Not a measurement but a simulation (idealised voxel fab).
The document below concerns the process module designated voxel trench capacitor.
Cross-section cut: width 300 nm, square cells of 5 nm.
Square cells in a grid make up a cross-section in this document, and the grid is given as bands, listed from the top down, each one or more rows of cells. Quick guide to a band line: top height, bottom height (nm) up front; then every material left to right with its width in nm. Only one material and it's marked "everywhere"? Then it fills the band edge to edge. And "air" just means empty space. It should be noted that heights are counted from 0, beneath which the wafer as supplied is of one material throughout, and that the lowest band possesses no lower boundary but continues downward, as written in "0 -> down". Note: "30 to 40" means the width goes from the first number (top row of the band) to the second number (bottom row) in equal steps per row of cells. Where a step carries "remained the same", the cross-section came out of it unchanged, cell for cell. Empty spaces without an open route to the top, at least 8 cells in extent, make up the entry "Closed void table"; each is given as width x height at distance, where the distance is measured from the left edge, and all are in nm. That trailing text on a step's line, after the settings, is the simulator's own remark on the step. "overlay nm" on a masked step: distance the mask lay right of its planned place, negative for left.

## Process steps (planned)
| 1 | RECEIVE,material Si |
| 2 | CONFORMAL_DEP,material SiN,thk nm 10 |
| 3 | PATTERN,tone open,mask id TRENCH,material resist,width nm 30,pitch nm 60,thk nm 15,overlay nm 0 |
| 4 | DIRECTIONAL_ETCH,etch materials SiN,depth nm 10 |
| 5 | DIRECTIONAL_ETCH,etch materials Si,depth nm 30 |
| 6 | STRIP,etch materials resist |
| 7 | CONFORMAL_DEP,material HfO2,thk nm 5 |
| 8 | CONFORMAL_DEP,material TiN,thk nm 5 |
| 9 | FILL_DEP,material W,thk nm 10 |
| 10 | CMP,height nm 10 |

## This is the cross-section of the wafer as we received it, i.e. after step 1
0 -> down  Si everywhere
Closed void table: none

## Cross-sectional result after module completion. Note: starting condition and plan are unchanged from above; one processing mistake was made
10 -> 0  SiN 55, HfO2 5, TiN 5, W 10, TiN 5, HfO2 5, SiN 30, HfO2 5, TiN 5, W 10, TiN 5, HfO2 5, SiN 30, HfO2 5, TiN 5, W 10, TiN 5, HfO2 5, SiN 30, HfO2 5, TiN 5, W 10, TiN 5, HfO2 5, SiN 35
0 -> -20  Si 55, HfO2 5, TiN 5, W 10, TiN 5, HfO2 5, Si 30, HfO2 5, TiN 5, W 10, TiN 5, HfO2 5, Si 30, HfO2 5, TiN 5, W 10, TiN 5, HfO2 5, Si 30, HfO2 5, TiN 5, W 10, TiN 5, HfO2 5, Si 35
-20 -> -25  Si 55, HfO2 5, TiN 20, HfO2 5, Si 30, HfO2 5, TiN 20, HfO2 5, Si 30, HfO2 5, TiN 20, HfO2 5, Si 30, HfO2 5, TiN 20, HfO2 5, Si 35
-25 -> -30  Si 55, HfO2 30, Si 30, HfO2 30, Si 30, HfO2 30, Si 30, HfO2 30, Si 35
-30 -> down  Si everywhere
Closed void table: none
Deviation noted in wafer processing: step 3: run off-plan, actual operation and settings PATTERN,tone open,mask id TRENCH,material resist,width nm 30,pitch nm 60,thk nm 15,overlay nm 10
